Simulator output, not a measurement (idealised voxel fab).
You're looking at the process module voxel trench capacitor.
The cross-section on display is named cut; it measures 225 nm wide, and its cells are 5 nm squares.
The cross-sections in this document take the form of a grid made of square cells. They are written out as bands, in order from top to bottom. Each band consists of one or more rows of cells. What a band's entry tells you: where the top is and where the bottom is, as heights in nm, and after that what lies inside, material by material from left to right, each with its width in nm. Empty space is written as the word "empty", and a single material marked with the word "everywhere" occupies the band from edge to edge. Heights from 0 (as-received wafer is one material below). Bottom band endless downward, as "0 nm and below". The notation "30..40" denotes a width that varies across the rows of cells in the band, beginning at the first number in the top row, finishing at the second number in the bottom row, and changing by an identical amount from each row to the next. Step marked "nothing was modified"? Then no cell in the cross-section changed in it. Under "Enclosed void entries" you'll find the enclosed gaps, the ones with no way out to the top, that are 8 cells or bigger; each reads width x height at distance, with distance counted from the left edge, everything in nm. Step line, after settings: the simulator's comment on this step. Each step line may optionally specify "overlay nm", which for a step with a mask gives the rightward distance between the mask's planned place and where it lay, a negative value indicating the leftward direction.
## The planned process steps are enumerated hereunder
step 1: RECEIVE: material Si
step 2: CONFORMAL_DEP: material SiN, thk nm 10
step 3: MASKED_ETCH: tone open, mask id TRENCH, width nm 20, pitch nm 45, etch materials SiN, depth nm 10, overlay nm 0
step 4: MASKED_ETCH: tone open, mask id TRENCH, width nm 20, pitch nm 45, etch materials Si, depth nm 25, overlay nm 0
step 5: CONFORMAL_DEP: material SiO2, thk nm 5
step 6: FILL_DEP: material polySi, thk nm 5
step 7: CMP: height nm 10
## First of the two wafers, run per plan
## Wafer cross-section on receipt, i.e. after step 1
0 nm and below = Si everywhere
Enclosed void entries: none
## You're looking at a cross-section of the wafer after step 2
10 nm to 0 nm = SiN everywhere
Beneath the level 0, the cross-section is identical to its previous state.
## You're looking at a cross-section of the wafer after step 3
10 nm to 0 nm = SiN (55), then empty (20), then SiN (25), then empty (20), then SiN (25), then empty (20), then SiN (60)
Beneath the level 0, the cross-section is identical to its previous state.
## You're looking at a cross-section of the wafer after step 4
10 nm to 0 nm = SiN (55), then empty (20), then SiN (25), then empty (20), then SiN (25), then empty (20), then SiN (60)
0 nm to -25 nm = Si (55), then empty (20), then Si (25), then empty (20), then Si (25), then empty (20), then Si (60)
Beneath the level -25, the cross-section is identical to its previous state.
## You're looking at a cross-section of the wafer after step 5
15 nm to 10 nm = SiO2 (60), then empty (10), then SiO2 (35), then empty (10), then SiO2 (35), then empty (10), then SiO2 (65)
10 nm to 0 nm = SiN (55), then SiO2 (5), then empty (10), then SiO2 (5), then SiN (25), then SiO2 (5), then empty (10), then SiO2 (5), then SiN (25), then SiO2 (5), then empty (10), then SiO2 (5), then SiN (60)
0 nm to -20 nm = Si (55), then SiO2 (5), then empty (10), then SiO2 (5), then Si (25), then SiO2 (5), then empty (10), then SiO2 (5), then Si (25), then SiO2 (5), then empty (10), then SiO2 (5), then Si (60)
-20 nm to -25 nm = Si (55), then SiO2 (20), then Si (25), then SiO2 (20), then Si (25), then SiO2 (20), then Si (60)
Beneath the level -25, the cross-section is identical to its previous state.
## You're looking at a cross-section of the wafer after step 6
20 nm to 15 nm = polySi everywhere
15 nm to 10 nm = SiO2 (60), then polySi (10), then SiO2 (35), then polySi (10), then SiO2 (35), then polySi (10), then SiO2 (65)
10 nm to 0 nm = SiN (55), then SiO2 (5), then polySi (10), then SiO2 (5), then SiN (25), then SiO2 (5), then polySi (10), then SiO2 (5), then SiN (25), then SiO2 (5), then polySi (10), then SiO2 (5), then SiN (60)
0 nm to -20 nm = Si (55), then SiO2 (5), then polySi (10), then SiO2 (5), then Si (25), then SiO2 (5), then polySi (10), then SiO2 (5), then Si (25), then SiO2 (5), then polySi (10), then SiO2 (5), then Si (60)
Beneath the level -20, the cross-section is identical to its previous state.
## You're looking at a cross-section of the wafer after step 7
10 nm to 0 nm = SiN (55), then SiO2 (5), then polySi (10), then SiO2 (5), then SiN (25), then SiO2 (5), then polySi (10), then SiO2 (5), then SiN (25), then SiO2 (5), then polySi (10), then SiO2 (5), then SiN (60)
Beneath the level 0, the cross-section is identical to its previous state.
## For the second wafer, take the first wafer's start and plan, then add one mistake made in running it; everything through step 2, that step included, is shared with the first
## Second wafer at the planned finish of step 3, seen in cross-section
10 nm to 0 nm = SiN (60), then empty (20), then SiN (25), then empty (20), then SiN (25), then empty (20), then SiN (55)
Beneath the level 0, the cross-section is identical to its previous state.
## Second wafer at the planned finish of step 4, seen in cross-section
10 nm to 0 nm = SiN (60), then empty (20), then SiN (25), then empty (20), then SiN (25), then empty (20), then SiN (55)
0 nm to -25 nm = Si (60), then empty (15), then Si (30), then empty (15), then Si (30), then empty (15), then Si (60)
Beneath the level -25, the cross-section is identical to its previous state.
## Second wafer at the planned finish of step 5, seen in cross-section
15 nm to 10 nm = SiO2 (65), then empty (10), then SiO2 (35), then empty (10), then SiO2 (35), then empty (10), then SiO2 (60)
10 nm to 0 nm = SiN (60), then SiO2 (5), then empty (10..5), then SiO2 (5..10), then SiN (25), then SiO2 (5), then empty (10..5), then SiO2 (5..10), then SiN (25), then SiO2 (5), then empty (10..5), then SiO2 (5..10), then SiN (55)
0 nm to -20 nm = Si (60), then SiO2 (5), then empty (5), then SiO2 (5), then Si (30), then SiO2 (5), then empty (5), then SiO2 (5), then Si (30), then SiO2 (5), then empty (5), then SiO2 (5), then Si (60)
-20 nm to -25 nm = Si (60), then SiO2 (15), then Si (30), then SiO2 (15), then Si (30), then SiO2 (15), then Si (60)
Beneath the level -25, the cross-section is identical to its previous state.
## Second wafer at the planned finish of step 6, seen in cross-section
20 nm to 15 nm = polySi everywhere
15 nm to 10 nm = SiO2 (65), then polySi (10), then SiO2 (35), then polySi (10), then SiO2 (35), then polySi (10), then SiO2 (60)
10 nm to 0 nm = SiN (60), then SiO2 (5), then polySi (10..5), then SiO2 (5..10), then SiN (25), then SiO2 (5), then polySi (10..5), then SiO2 (5..10), then SiN (25), then SiO2 (5), then polySi (10..5), then SiO2 (5..10), then SiN (55)
0 nm to -20 nm = Si (60), then SiO2 (5), then polySi (5), then SiO2 (5), then Si (30), then SiO2 (5), then polySi (5), then SiO2 (5), then Si (30), then SiO2 (5), then polySi (5), then SiO2 (5), then Si (60)
Beneath the level -20, the cross-section is identical to its previous state.
## Second wafer at the planned finish of step 7, seen in cross-section
10 nm to 0 nm = SiN (60), then SiO2 (5), then polySi (10..5), then SiO2 (5..10), then SiN (25), then SiO2 (5), then polySi (10..5), then SiO2 (5..10), then SiN (25), then SiO2 (5), then polySi (10..5), then SiO2 (5..10), then SiN (55)
Beneath the level 0, the cross-section is identical to its previous state.
Short version of what went wrong: off-plan run, step 3, actual operation and settings MASKED_ETCH: tone open, mask id TRENCH, width nm 20, pitch nm 45, etch materials SiN, depth nm 10, overlay nm 5
Final cells, second wafer relative to first, materials higher or lower: Si: 15 more | polySi: 15 fewer
